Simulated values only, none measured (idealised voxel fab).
Name of the process module below: voxel quadruple lines
Square cells of 5 nm make up the cross-section cut, whose width is 185 nm.
Format of a cross-section: grid, square cells. Given as bands. Order: top down. Band: one or more rows of cells.
What a band's entry tells you: where the top is and where the bottom is, as heights in nm, and after that what lies inside, material by material from left to right, each with its width in nm. Empty space is written as the word "blank", and a single material marked with the word "all across" occupies the band from edge to edge.
We count height from 0. Below that, the starting wafer is all one material. The lowest band never ends at the bottom but goes on down; see "0..down" for how that is written.
A width given as "30->40" starts at the first number in the band's top row and ends at the second number in its bottom row, shifting by an equal amount at every step from row to row.
For the purposes of this document, the phrase "no alterations made" attached to a step denotes that no cell within the cross-section was modified by that step.
The list in "Enclosed cavity list" covers empty spaces of 8 cells or more that cannot reach the top through any open way, and it gives each as width x height at distance; the distance is from the left edge, and width, height and distance are in nm.
It should be noted that, on the line of a given step, the content following the step's settings is a remark produced by the simulator itself with respect to that step.
The line of a step may include "overlay nm". On a step with a mask, this value is how far to the right of its planned place the mask lay. A negative value means the mask lay to the left.
-- Steps planned for the process
step 1: RECEIVE | material Si
step 2: CONFORMAL_DEP | material SiO2 | thk nm 5
step 3: DIRECTIONAL_DEP | material W | thk nm 10
step 4: DIRECTIONAL_DEP | material polySi | thk nm 20
step 5: DIRECTIONAL_DEP | material aC | thk nm 25
step 6: PATTERN | tone cover | mask id MANDREL | material resist | width nm 25 | thk nm 35 | overlay nm 0
step 7: DIRECTIONAL_ETCH | etch materials aC | depth nm 25
step 8: STRIP | etch materials resist
step 9: CONFORMAL_DEP | material SiO2 | thk nm 15
step 10: DIRECTIONAL_ETCH | etch materials SiO2 | depth nm 15
step 11: STRIP | etch materials aC
step 12: DIRECTIONAL_ETCH | etch materials polySi | depth nm 20
step 13: STRIP | etch materials SiO2
step 14: CONFORMAL_DEP | material SiN | thk nm 10
step 15: DIRECTIONAL_ETCH | etch materials SiN | depth nm 10
step 16: STRIP | etch materials polySi
step 17: DIRECTIONAL_ETCH | etch materials W | depth nm 10
step 18: STRIP | etch materials SiN
step 19: FILL_DEP | material SiO2 | thk nm 5
step 20: CMP | height nm 15
Be aware that, although all wafers share a common starting state, the width nm at step 6 differs among them, and the plan displays the first wafer's value.
-- Cross-section, first of several wafers, as delivered after step 1
> 0..down: Si all across
> Enclosed cavity list: none
-- Cross-sectional representation of the first of several wafers at the end of the module, i.e. after its terminal step, step 20
> 15..5: 55 SiO2 | 10 W | 15 SiO2 | 10 W | 5 SiO2 | 10 W | 15 SiO2 | 10 W | 55 SiO2
> 5..0: SiO2 all across
> 0..down: Si all across
> Enclosed cavity list: none
-- Last wafer, end of module, cross-section
> 15..5: 45 SiO2 | 10 W | 15 SiO2 | 10 W | 30 SiO2 | 10 W | 15 SiO2 | 10 W | 40 SiO2
> 5..0: SiO2 all across
> 0..down: Si all across
> Enclosed cavity list: none
-- Each row below is a wafer at the end of the module, listing for every material the number of cells it has gained (+) or lost (-) since it was received, followed by its closed voids
width nm 25; +95 SiO2; +16 W; Enclosed cavity list: none
width nm 30; +95 SiO2; +16 W; Enclosed cavity list: none
width nm 35; +95 SiO2; +16 W; Enclosed cavity list: none
width nm 40; +95 SiO2; +16 W; Enclosed cavity list: none
width nm 45; +95 SiO2; +16 W; Enclosed cavity list: none
width nm 50; +95 SiO2; +16 W; Enclosed cavity list: none
